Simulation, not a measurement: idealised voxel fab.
Process module under the name voxel gate over fins
Square cell edge 5 nm, section width 290 nm, ID cut.
Cross-section layout: square cells on a grid; listed as bands, top to bottom; a band spans one or more cell rows.
The entry gives the band's vertical extent as a top height and a bottom height in nm, then its horizontal make-up as materials from left to right, each with a width in nm. "blank" stands for empty space; a single material marked "everywhere" fills the band edge to edge.
Heights are reckoned from 0. Under this level, the received wafer is all of one material. The bottommost band is open-ended downward, for example "from 0 down".
Graded width ("30..40"): value in top row of band = first number; value in bottom row = second number; row-to-row change constant.
Step note "everything unchanged" = no cross-section cell changed.
"Closed void entries" specifies each empty space that is not open to the top and that occupies no fewer than 8 cells, using the form width x height at distance, the distance measured from the left edge and all three quantities in nm.
On each step's line, the part that comes after the settings is the simulator's own comment on the step.
overlay nm, on a step with a mask: how far to the right of its planned place the mask lay; to the left if negative
Planned step list for the process
1. RECEIVE, material Si
2. CONFORMAL_DEP, material SiN, thk nm 10
3. DIRECTIONAL_DEP, material aC, thk nm 10
4. PATTERN, tone cover, mask id FINS, material resist, width nm 15, pitch nm 45, thk nm 30, overlay nm 0
5. DIRECTIONAL_ETCH, etch materials aC, depth nm 10
6. STRIP, etch materials resist
7. DIRECTIONAL_ETCH, etch materials SiN, depth nm 10
8. DIRECTIONAL_ETCH, etch materials Si, depth nm 40
9. STRIP, etch materials aC
10. OXIDIZE, depth nm 5
11. FILL_DEP, material SiO2, thk nm 5
12. CMP, height nm 10
13. SELECTIVE_ETCH, etch materials SiO2, depth nm 25
14. STRIP, etch materials SiN
15. CONFORMAL_DEP, material HfO2, thk nm 5
16. CONFORMAL_DEP, material TiN, thk nm 5
17. CONFORMAL_DEP, material TiAl, thk nm 5
18. CONFORMAL_DEP, material TiN, thk nm 5
19. FILL_DEP, material W, thk nm 10
20. CMP, height nm 25
21. CONFORMAL_DEP, material SiN, thk nm 5
First of two wafers, processed according to plan
Incoming wafer in cross-section (state: after step 1)
* from 0 down | Si everywhere
* Closed void entries: none
Cross-section of the wafer after step 2
* from 10 to 0 | SiN everywhere
* Under the height 0 nothing was changed.
Cross-section of the wafer after step 3
* from 20 to 10 | aC everywhere
* Under the height 10 nothing was changed.
Cross-section of the wafer after step 4
* from 50 to 20 | 90 of blank / 15 of resist / 30 of blank / 15 of resist / 30 of blank / 15 of resist / 95 of blank
* Under the height 20 nothing was changed.
Cross-section of the wafer after step 5
* from 40 to 20 | 90 of blank / 15 of resist / 30 of blank / 15 of resist / 30 of blank / 15 of resist / 95 of blank
* from 20 to 10 | 90 of blank / 15 of aC / 30 of blank / 15 of aC / 30 of blank / 15 of aC / 95 of blank
* Under the height 10 nothing was changed.
Cross-section of the wafer after step 6
* from 20 to 10 | 90 of blank / 15 of aC / 30 of blank / 15 of aC / 30 of blank / 15 of aC / 95 of blank
* Under the height 10 nothing was changed.
Cross-section of the wafer after step 7
* from 20 to 10 | 90 of blank / 15 of aC / 30 of blank / 15 of aC / 30 of blank / 15 of aC / 95 of blank
* from 10 to 0 | 90 of blank / 15 of SiN / 30 of blank / 15 of SiN / 30 of blank / 15 of SiN / 95 of blank
* Under the height 0 nothing was changed.
Cross-section of the wafer after step 8
* from 20 to 10 | 90 of blank / 15 of aC / 30 of blank / 15 of aC / 30 of blank / 15 of aC / 95 of blank
* from 10 to 0 | 90 of blank / 15 of SiN / 30 of blank / 15 of SiN / 30 of blank / 15 of SiN / 95 of blank
* from 0 to -40 | 90 of blank / 15 of Si / 30 of blank / 15 of Si / 30 of blank / 15 of Si / 95 of blank
* Under the height -40 nothing was changed.
Cross-section of the wafer after step 9
* from 10 to 0 | 90 of blank / 15 of SiN / 30 of blank / 15 of SiN / 30 of blank / 15 of SiN / 95 of blank
* Under the height 0 nothing was changed.
Cross-section of the wafer after step 10
* from 10 to 0 | 90 of blank / 15 of SiN / 30 of blank / 15 of SiN / 30 of blank / 15 of SiN / 95 of blank
* from 0 to -40 | 90 of blank / 5 of SiO2 / 5 of Si / 5 of SiO2 / 30 of blank / 5 of SiO2 / 5 of Si / 5 of SiO2 / 30 of blank / 5 of SiO2 / 5 of Si / 5 of SiO2 / 95 of blank
* from -40 to -45 | 95 of SiO2 / 5 of Si / 40 of SiO2 / 5 of Si / 40 of SiO2 / 5 of Si / 100 of SiO2
* Under the height -45 nothing was changed.
Cross-section of the wafer after step 11
* from 15 to 10 | SiO2 everywhere
* from 10 to 0 | 90 of SiO2 / 15 of SiN / 30 of SiO2 / 15 of SiN / 30 of SiO2 / 15 of SiN / 95 of SiO2
* from 0 to -45 | 95 of SiO2 / 5 of Si / 40 of SiO2 / 5 of Si / 40 of SiO2 / 5 of Si / 100 of SiO2
* Under the height -45 nothing was changed.
Cross-section of the wafer after step 12
* from 10 to 0 | 90 of SiO2 / 15 of SiN / 30 of SiO2 / 15 of SiN / 30 of SiO2 / 15 of SiN / 95 of SiO2
* Under the height 0 nothing was changed.
Cross-section of the wafer after step 13
* from 10 to 0 | 90 of blank / 15 of SiN / 30 of blank / 15 of SiN / 30 of blank / 15 of SiN / 95 of blank
* from 0 to -15 | 95 of blank / 5 of Si / 40 of blank / 5 of Si / 40 of blank / 5 of Si / 100 of blank
* Under the height -15 nothing was changed.
Cross-section of the wafer after step 14
* from 0 to -15 | 95 of blank / 5 of Si / 40 of blank / 5 of Si / 40 of blank / 5 of Si / 100 of blank
* Under the height -15 nothing was changed.
Cross-section of the wafer after step 15
* from 5 to 0 | 90 of blank / 15 of HfO2 / 30 of blank / 15 of HfO2 / 30 of blank / 15 of HfO2 / 95 of blank
* from 0 to -10 | 90 of blank / 5 of HfO2 / 5 of Si / 5 of HfO2 / 30 of blank / 5 of HfO2 / 5 of Si / 5 of HfO2 / 30 of blank / 5 of HfO2 / 5 of Si / 5 of HfO2 / 95 of blank
* from -10 to -15 | 95 of HfO2 / 5 of Si / 40 of HfO2 / 5 of Si / 40 of HfO2 / 5 of Si / 100 of HfO2
* Under the height -15 nothing was changed.
Cross-section of the wafer after step 16
* from 10 to 5 | 85 of blank / 25 of TiN / 20 of blank / 25 of TiN / 20 of blank / 25 of TiN / 90 of blank
* from 5 to 0 | 85 of blank / 5 of TiN / 15 of HfO2 / 5 of TiN / 20 of blank / 5 of TiN / 15 of HfO2 / 5 of TiN / 20 of blank / 5 of TiN / 15 of HfO2 / 5 of TiN / 90 of blank
* from 0 to -5 | 85 of blank / 5 of TiN / 5 of HfO2 / 5 of Si / 5 of HfO2 / 5 of TiN / 20 of blank / 5 of TiN / 5 of HfO2 / 5 of Si / 5 of HfO2 / 5 of TiN / 20 of blank / 5 of TiN / 5 of HfO2 / 5 of Si / 5 of HfO2 / 5 of TiN / 90 of blank
* from -5 to -10 | 90 of TiN / 5 of HfO2 / 5 of Si / 5 of HfO2 / 30 of TiN / 5 of HfO2 / 5 of Si / 5 of HfO2 / 30 of TiN / 5 of HfO2 / 5 of Si / 5 of HfO2 / 95 of TiN
* Under the height -10 nothing was changed.
Cross-section of the wafer after step 17
* from 15 to 10 | 80 of blank / 35 of TiAl / 10 of blank / 35 of TiAl / 10 of blank / 35 of TiAl / 85 of blank
* from 10 to 5 | 80 of blank / 5 of TiAl / 25 of TiN / 5 of TiAl / 10 of blank / 5 of TiAl / 25 of TiN / 5 of TiAl / 10 of blank / 5 of TiAl / 25 of TiN / 5 of TiAl / 85 of blank
* from 5 to 0 | 80 of blank / 5 of TiAl / 5 of TiN / 15 of HfO2 / 5 of TiN / 5 of TiAl / 10 of blank / 5 of TiAl / 5 of TiN / 15 of HfO2 / 5 of TiN / 5 of TiAl / 10 of blank / 5 of TiAl / 5 of TiN / 15 of HfO2 / 5 of TiN / 5 of TiAl / 85 of blank
* from 0 to -5 | 85 of TiAl / 5 of TiN / 5 of HfO2 / 5 of Si / 5 of HfO2 / 5 of TiN / 20 of TiAl / 5 of TiN / 5 of HfO2 / 5 of Si / 5 of HfO2 / 5 of TiN / 20 of TiAl / 5 of TiN / 5 of HfO2 / 5 of Si / 5 of HfO2 / 5 of TiN / 90 of TiAl
* Under the height -5 nothing was changed.
Cross-section of the wafer after step 18
* from 20 to 15 | 75 of blank / 135 of TiN / 80 of blank
* from 15 to 10 | 75 of blank / 5 of TiN / 35 of TiAl / 10 of TiN / 35 of TiAl / 10 of TiN / 35 of TiAl / 5 of TiN / 80 of blank
* from 10 to 5 | 75 of blank / 5 of TiN / 5 of TiAl / 25 of TiN / 5 of TiAl / 10 of TiN / 5 of TiAl / 25 of TiN / 5 of TiAl / 10 of TiN / 5 of TiAl / 25 of TiN / 5 of TiAl / 5 of TiN / 80 of blank
* from 5 to 0 | 80 of TiN / 5 of TiAl / 5 of TiN / 15 of HfO2 / 5 of TiN / 5 of TiAl / 10 of TiN / 5 of TiAl / 5 of TiN / 15 of HfO2 / 5 of TiN / 5 of TiAl / 10 of TiN / 5 of TiAl / 5 of TiN / 15 of HfO2 / 5 of TiN / 5 of TiAl / 85 of TiN
* Under the height 0 nothing was changed.
Cross-section of the wafer after step 19
* from 30 to 20 | W everywhere
* from 20 to 15 | 75 of W / 135 of TiN / 80 of W
* from 15 to 10 | 75 of W / 5 of TiN / 35 of TiAl / 10 of TiN / 35 of TiAl / 10 of TiN / 35 of TiAl / 5 of TiN / 80 of W
* from 10 to 5 | 75 of W / 5 of TiN / 5 of TiAl / 25 of TiN / 5 of TiAl / 10 of TiN / 5 of TiAl / 25 of TiN / 5 of TiAl / 10 of TiN / 5 of TiAl / 25 of TiN / 5 of TiAl / 5 of TiN / 80 of W
* Under the height 5 nothing was changed.
Cross-section of the wafer after step 20
* from 25 to 20 | W everywhere
* Under the height 20 nothing was changed.
Cross-section of the wafer after step 21
* from 30 to 25 | SiN everywhere
* Under the height 25 nothing was changed.
Companion wafer, the second of two: same beginning, same intended sequence, one mistake in carrying it out; through step 19 inclusive it tracks the first exactly
Second wafer: cross-section at the scheduled end of step 20
* from 15 to 10 | 75 of W / 5 of TiN / 35 of TiAl / 10 of TiN / 35 of TiAl / 10 of TiN / 35 of TiAl / 5 of TiN / 80 of W
* Under the height 10 nothing was changed.
Second wafer: cross-section at the scheduled end of step 21
* from 20 to 15 | SiN everywhere
* Under the height 15 nothing was changed.
Where did the run depart from the plan? step 20 was processed under conditions differing from the plan, specifically as CMP, height nm 15
Final cells, second wafer relative to first, materials higher or lower: TiN -27 | W -89
